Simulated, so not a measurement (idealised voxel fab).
process module | voxel capacitor over wiring
cross-section cut | 150 nm wide | cells 5 nm
A cross-section is a grid of square cells, given in bands from the top down. A band is one or more rows of cells.
Each band's line starts with the height of the band's top and of its bottom, in nm. Then come its materials from left to right, each with its width in nm. One material with "throughout" fills the band from edge to edge. "air" is empty space.
Height 0 is the level under which the wafer as received is all one material. The lowest band goes on downwards, as in "0 down".
A width such as "30 to 40" changes by the same amount from each row of cells to the next, from the band's top row to its bottom row.
"no change" after a step means that no cell of the cross-section changed.
closed voids: empty space of 8 cells or more with no open way to the top, each as width x height at its distance from the left edge, in nm
after a step's settings: what the simulator itself notes on the step
overlay nm, on a step with a mask: how far to the right of its planned place the mask lay; to the left if negative
plan
1 op RECEIVE | material Si
2 op CONFORMAL_DEP | material SiO2 | thk nm 15
3 op DIRECTIONAL_DEP | material TiN | thk nm 5
4 op DIRECTIONAL_DEP | material Ru | thk nm 15
5 op MASKED_ETCH | tone cover | mask id METAL_1 | width nm 20 | pitch nm 75 | etch materials Ru | depth nm 15 | overlay nm 0
6 op MASKED_ETCH | tone cover | mask id METAL_1 | width nm 20 | pitch nm 75 | etch materials TiN | depth nm 5 | overlay nm 0
7 op FILL_DEP | material lowk | thk nm 5
8 op CMP | height nm 35
9 op CONFORMAL_DEP | material SiCN | thk nm 5
10 op DIRECTIONAL_DEP | material SiO2 | thk nm 10
11 op DIRECTIONAL_DEP | material aC | thk nm 10
12 op PATTERN | tone open | mask id PLUG_1 | material resist | width nm 15 | thk nm 30 | overlay nm 0
13 op DIRECTIONAL_ETCH | etch materials aC | depth nm 10
14 op STRIP | etch materials resist
15 op DIRECTIONAL_ETCH | etch materials SiO2 | depth nm 10
16 op DIRECTIONAL_ETCH | etch materials SiCN | depth nm 5
17 op STRIP | etch materials aC
18 op EPI | material Ru | thk nm 10
19 op EPI | material Ru | thk nm 5
20 op DIRECTIONAL_DEP | material TiN | thk nm 10
21 op DIRECTIONAL_DEP | material Al2O3 | thk nm 5
22 op DIRECTIONAL_DEP | material TiN | thk nm 5
23 op DIRECTIONAL_DEP | material aC | thk nm 10
24 op PATTERN | tone cover | mask id UPPER_PLATE | material resist | width nm 60 | thk nm 25 | overlay nm 0
25 op DIRECTIONAL_ETCH | etch materials aC | depth nm 10
26 op STRIP | etch materials resist
27 op DIRECTIONAL_ETCH | etch materials TiN | depth nm 5
28 op DIRECTIONAL_ETCH | etch materials Al2O3 | depth nm 5
29 op STRIP | etch materials aC
30 op DIRECTIONAL_DEP | material aC | thk nm 15
31 op PATTERN | tone cover | mask id LOWER_PLATE | material resist | width nm 70 | thk nm 30 | overlay nm 0
32 op DIRECTIONAL_ETCH | etch materials aC | depth nm 15
33 op STRIP | etch materials resist
34 op DIRECTIONAL_ETCH | etch materials TiN | depth nm 10
35 op STRIP | etch materials aC
36 op FILL_DEP | material SiO2 | thk nm 20
37 op CMP | height nm 85
38 op MASKED_ETCH | tone open | mask id PLUG_2 | width nm 15 | etch materials SiO2 | depth nm 15 | overlay nm 0
39 op CONFORMAL_DEP | material TiN | thk nm 5
40 op FILL_DEP | material W | thk nm 10
41 op CMP | height nm 85
42 op CONFORMAL_DEP | material SiN | thk nm 5
as received, after step 1
  0 down: Si throughout
  closed voids: none
a wafer at the end: this start, this plan, one mistake
  90 to 85: SiN throughout
  85 to 75: SiO2 40 | TiN 5 | W 5 | TiN 5 | SiO2 95
  75 to 70: SiO2 40 | TiN 15 | SiO2 95
  70 to 65: SiO2 30 | TiN 15 | SiO2 40 | TiN 5 | SiO2 60
  65 to 60: SiO2 30 | Al2O3 15 | SiO2 40 | Al2O3 5 | SiO2 60
  60 to 55: SiO2 25 | TiN 20 | SiO2 40 | TiN 10 | SiO2 55
  55 to 50: SiO2 25 | TiN 70 | SiO2 55
  50 to 45: SiO2 10 | Ru 20 | SiO2 15 | Al2O3 40 | Ru 50 | SiO2 15
  45 to 40: SiO2 10 | Ru 20 | SiO2 15 | TiN 40 | Ru 50 | SiO2 15
  40 to 35: SiO2 10 | Ru 20 | SiCN 15 | TiN 40 | Ru 50 | SiO2 15
  35 to 20: lowk 25 | Ru 20 | lowk 55 | Ru 20 | lowk 30
  20 to 15: lowk 25 | TiN 20 | lowk 55 | TiN 20 | lowk 30
  15 to 0: SiO2 throughout
  0 down: Si throughout
  closed voids: none
what went wrong: step 12 ran as: op PATTERN | tone cover | mask id PLUG_1 | material resist | width nm 15 | thk nm 30 | overlay nm 0
